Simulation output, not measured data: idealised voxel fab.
The process module that follows is named voxel gate over fins.
Xsec cut, 225 nm wide, square cell size 5 nm.
A cross-section is a grid of square cells, given in bands from the top down. A band is one or more rows of cells. Look at the band entry: it leads with the top's height and the bottom's height in nm. Then it lists the materials left to right, with a width in nm for each. The word "everywhere" on a single material says that material fills the band edge to edge. The word "air" is empty space. A quick word on heights: they are counted from 0, and under that level the wafer as it came to us is one material throughout. The lowest band is different from the rest in having no bottom; it simply continues downward, written as in "from 0 down". Per-row width for "30 to 40": begins at first number (top row of band), ends at second number (bottom row), increment between rows held constant. What does "no modification" mean for a step? It means no cell of the cross-section changed in that step. Look at "Enclosed void list" for the closed voids: empty spaces with no open path to the top, sized 8 cells or up. Each is width x height at distance, distance from the left edge, all nm. It should be noted that, on the line of a given step, the content following the step's settings is a remark produced by the simulator itself with respect to that step. The setting "overlay nm" may be written on the line of a step. When the step uses a mask, the value reports how far to the right of the planned place the mask lay, and a negative value reports that it lay to the left.

The process steps that were planned are listed below:
1: op RECEIVE | material Si
2: op CONFORMAL_DEP | material SiN | thk nm 10
3: op DIRECTIONAL_DEP | material aC | thk nm 15
4: op PATTERN | tone cover | mask id FINS | material resist | width nm 15 | pitch nm 55 | thk nm 35 | overlay nm 0
5: op DIRECTIONAL_ETCH | etch materials aC | depth nm 15
6: op STRIP | etch materials resist
7: op DIRECTIONAL_ETCH | etch materials SiN | depth nm 10
8: op DIRECTIONAL_ETCH | etch materials Si | depth nm 40
9: op STRIP | etch materials aC
10: op OXIDIZE | depth nm 5
11: op FILL_DEP | material SiO2 | thk nm 5
12: op CMP | height nm 10
13: op DIRECTIONAL_DEP | material aC | thk nm 10
14: op PATTERN | tone open | mask id RAIL | material resist | width nm 15 | thk nm 30 | overlay nm 0
15: op DIRECTIONAL_ETCH | etch materials aC | depth nm 10
16: op STRIP | etch materials resist
17: op DIRECTIONAL_ETCH | etch materials SiO2 | depth nm 45
18: op STRIP | etch materials aC
19: op CONFORMAL_DEP | material TiN | thk nm 5
20: op FILL_DEP | material Ru | thk nm 10
21: op CMP | height nm 10
22: op SELECTIVE_ETCH | etch materials W Ru TiN | depth nm 30
23: op FILL_DEP | material SiO2 | thk nm 5
24: op CMP | height nm 10
25: op SELECTIVE_ETCH | etch materials SiO2 | depth nm 25
26: op STRIP | etch materials SiN
27: op CONFORMAL_DEP | material HfO2 | thk nm 5
28: op CONFORMAL_DEP | material TiN | thk nm 5
29: op CONFORMAL_DEP | material TiAl | thk nm 5
30: op CONFORMAL_DEP | material TiN | thk nm 5
31: op FILL_DEP | material W | thk nm 10
32: op CMP | height nm 25
33: op CONFORMAL_DEP | material SiCN | thk nm 10

Received-state cross-section, reflecting completion of step 1:
- from 0 down = Si everywhere
- Enclosed void list: none

The cross-section shown corresponds to the wafer at the conclusion of the module. The initial structure and the process plan are those presented above; however, one mistake occurred in executing the plan:
- from 35 to 25 = SiCN everywhere
- from 25 to 20 = W everywhere
- from 20 to 10 = 60 W  45 TiN  10 W  45 TiN  65 W
- from 10 to 5 = 60 W  10 TiN  25 TiAl  10 TiN  10 W  10 TiN  25 TiAl  10 TiN  65 W
- from 5 to 0 = 70 TiN  5 TiAl  15 HfO2  5 TiAl  30 TiN  5 TiAl  15 HfO2  5 TiAl  75 TiN
- from 0 to -5 = 70 TiN  5 TiAl  5 HfO2  5 Si  5 HfO2  5 TiAl  30 TiN  5 TiAl  5 HfO2  5 Si  5 HfO2  5 TiAl  75 TiN
- from -5 to -10 = 75 TiAl  5 HfO2  5 Si  5 HfO2  40 TiAl  5 HfO2  5 Si  5 HfO2  80 TiAl
- from -10 to -15 = 80 HfO2  5 Si  50 HfO2  5 Si  85 HfO2
- from -15 to -20 = 80 SiO2  5 Si  50 SiO2  5 Si  85 SiO2
- from -20 to -30 = 80 SiO2  5 Si  15 SiO2  5 TiN  5 Ru  5 TiN  20 SiO2  5 Si  85 SiO2
- from -30 to -35 = 80 SiO2  5 Si  15 SiO2  15 TiN  20 SiO2  5 Si  85 SiO2
- from -35 to -45 = 80 SiO2  5 Si  50 SiO2  5 Si  85 SiO2
- from -45 down = Si everywhere
- Enclosed void list: none
The plan and the run diverged here: order of steps 28 and 29 inverted relative to the plan
